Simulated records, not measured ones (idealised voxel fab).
The following is a process module called voxel air gaps.
Shown is cross-section cut, with a width of 185 nm and square cells of size 5 nm.
This document writes a cross-section as a grid whose cells are square, and gives it as bands, listed from the top down; one or more rows of cells form a band.
What a band's entry tells you: where the top is and where the bottom is, as heights in nm, and after that what lies inside, material by material from left to right, each with its width in nm. Empty space is written as the word "empty", and a single material marked with the word "edge to edge" occupies the band from edge to edge.
For the purposes of this specification, 0 denotes the height below which the wafer in its as-received condition is composed wholly of one material, and the lowermost band, lacking a lower limit, extends downward without end, as expressed in "0..down".
With a width like "30..40", each row of cells in the band differs from the next by the same amount, the top row carrying the first number and the bottom row the second.
"no modification" for a step: no cell of the cross-section changed in that step.
Entry "Fully closed voids". Content: empty spaces with no open connection to the top, size 8 cells or greater. Each: width x height at distance. Distance: from left edge. Unit: nm.
The remark found on a step's line after its settings is issued by the simulator itself and pertains to that step.
What "overlay nm" on a step's line means: if the step has a mask, that mask lay this far to the right of its planned place, or, when the value is negative, to the left.

LIST OF PLANNED PROCESS STEPS
- 1: RECEIVE with material Si
- 2: CONFORMAL_DEP with material SiO2, thk nm 15
- 3: CONFORMAL_DEP with material SiN, thk nm 5
- 4: DIRECTIONAL_DEP with material SiO2, thk nm 40
- 5: PATTERN with tone open, mask id LINES, material resist, width nm 25, pitch nm 50, thk nm 15, overlay nm 0
- 6: DIRECTIONAL_ETCH with etch materials SiO2, depth nm 40
- 7: STRIP with etch materials resist
- 8: CONFORMAL_DEP with material TiN, thk nm 5
- 9: FILL_DEP with material W, thk nm 10
- 10: CMP with height nm 60
- 11: EPI with material Ru, thk nm 10
- 12: SELECTIVE_ETCH with etch materials SiO2, depth nm 50
- 13: CONFORMAL_DEP with material SiCN, thk nm 5

AS RECEIVED (POST STEP 1): CROSS-SECTION
> 0..down  Si edge to edge
> Fully closed voids: none

CROSS-SECTIONAL RESULT AFTER MODULE COMPLETION. NOTE: STARTING CONDITION AND PLAN ARE UNCHANGED FROM ABOVE; ONE PROCESSING MISTAKE WAS MADE
> 75..70  15 nm empty, then 155 nm TiN, then 15 nm empty
> 70..60  15 nm empty, then 5 nm TiN, then 45 nm Ru, then 5 nm TiN, then 45 nm Ru, then 5 nm TiN, then 45 nm Ru, then 5 nm TiN, then 15 nm empty
> 60..55  15 nm empty, then 20 nm TiN, then 15 nm W, then 35 nm TiN, then 15 nm W, then 35 nm TiN, then 15 nm W, then 20 nm TiN, then 15 nm empty
> 55..25  25 nm empty, then 10 nm TiN, then 15 nm W, then 10 nm TiN, then 15 nm empty, then 10 nm TiN, then 15 nm W, then 10 nm TiN, then 15 nm empty, then 10 nm TiN, then 15 nm W, then 10 nm TiN, then 25 nm empty
> 25..20  TiN edge to edge
> 20..15  SiN edge to edge
> 15..0  SiO2 edge to edge
> 0..down  Si edge to edge
> Fully closed voids: 15 x 30 at 60; 15 x 30 at 110
Deviation noted in wafer processing: step 13 ran as: CONFORMAL_DEP with material TiN, thk nm 5
